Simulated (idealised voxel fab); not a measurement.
The document below concerns the process module designated voxel self aligned contacts.
205 nm wide, 5 nm square cells: that's cross-section cut.
In what follows, cross-sections appear as grids of square cells, described through bands that run from the top down, where every band is one or more rows of cells.
In this notation a band is specified by the heights of its top and bottom, in that order and in nm, after which its materials appear from left to right, each paired with its width in nm. The word "all across" attached to a single material means that material fills the band from edge to edge; the word "blank" stands for empty space.
Below 0: as-received wafer, all one material; heights counted from there. Lowest band: no bottom, goes on down, written "0..down".
A width given as "30->40" starts at the first number in the band's top row and ends at the second number in its bottom row, shifting by an equal amount at every step from row to row.
Step note "changes: none" = no cross-section cell changed.
In "Sealed internal voids" the enclosed voids are listed, meaning empty spaces of 8 cells or larger without any opening to the top. The form is width x height at distance, distance from the left edge, units nm.
Note: text after step settings on the step line = simulator remark on that step.
overlay nm, on a step with a mask: how far to the right of its planned place the mask lay; to the left if negative
### The process steps that were planned are listed below
| 1 | RECEIVE [material Si] |
| 2 | OXIDIZE [depth nm 5] |
| 3 | DIRECTIONAL_DEP [material polySi] [thk nm 30] |
| 4 | DIRECTIONAL_DEP [material SiN] [thk nm 20] |
| 5 | MASKED_ETCH [tone cover] [mask id GATE] [width nm 25] [pitch nm 60] [etch materials SiN] [depth nm 20] [overlay nm 0] |
| 6 | MASKED_ETCH [tone cover] [mask id GATE] [width nm 25] [pitch nm 60] [etch materials polySi] [depth nm 30] [overlay nm 0] |
| 7 | CONFORMAL_DEP [material SiN] [thk nm 5] |
| 8 | DIRECTIONAL_ETCH [etch materials SiN] [depth nm 5] |
| 9 | FILL_DEP [material SiO2] [thk nm 20] |
| 10 | CMP [height nm 60] |
| 11 | PATTERN [tone open] [mask id CONTACT] [material resist] [width nm 45] [thk nm 20] [overlay nm 0] |
| 12 | DIRECTIONAL_ETCH [etch materials SiO2] [depth nm 65] |
| 13 | STRIP [etch materials resist] |
| 14 | CONFORMAL_DEP [material TiN] [thk nm 5] |
| 15 | FILL_DEP [material W] [thk nm 5] |
| 16 | CMP [height nm 60] |
| 17 | CONFORMAL_DEP [material SiN] [thk nm 5] |
### As-received wafer cross-section (after step 1)
- 0..down = Si all across
- Sealed internal voids: none
### Module complete - cross-section of the first of two wafers, run according to plan
- 65..60 = SiN all across
- 60..50 = SiO2 (80); TiN (5->15); W (35->15); TiN (5->15); SiO2 (80)
- 50..30 = SiO2 (55); SiN (35); TiN (5); W (15); TiN (5); SiN (35); SiO2 (55)
- 30..0 = SiO2 (55); SiN (5); polySi (25); SiN (5); TiN (5); W (15); TiN (5); SiN (5); polySi (25); SiN (5); SiO2 (55)
- 0..-5 = SiO2 (90); TiN (25); SiO2 (90)
- -5..down = Si all across
- Sealed internal voids: none
### Cross-section of the latter of the two wafers at module completion. It had an identical start and an identical plan to the former; in running it, one mistake was made
- 65..60 = SiN all across
- 60..50 = W (75->50); TiN (5->30); SiO2 (45); TiN (5->30); W (75->50)
- 50..30 = W (50); TiN (5); SiN (35); SiO2 (25); SiN (35); TiN (5); W (50)
- 30..0 = W (50); TiN (5); SiN (5); polySi (25); SiN (5); SiO2 (25); SiN (5); polySi (25); SiN (5); TiN (5); W (50)
- 0..-5 = TiN (55); SiO2 (95); TiN (55)
- -5..down = Si all across
- Sealed internal voids: none
Diagnosis: heads up, step 11 didn't go per plan, it actually ran as PATTERN [tone cover] [mask id CONTACT] [material resist] [width nm 45] [thk nm 20] [overlay nm 0]
FYI, end of process, the second wafer has more or fewer cells of some materials than the first: SiO2: 233 fewer | TiN: 23 more | W: 210 more
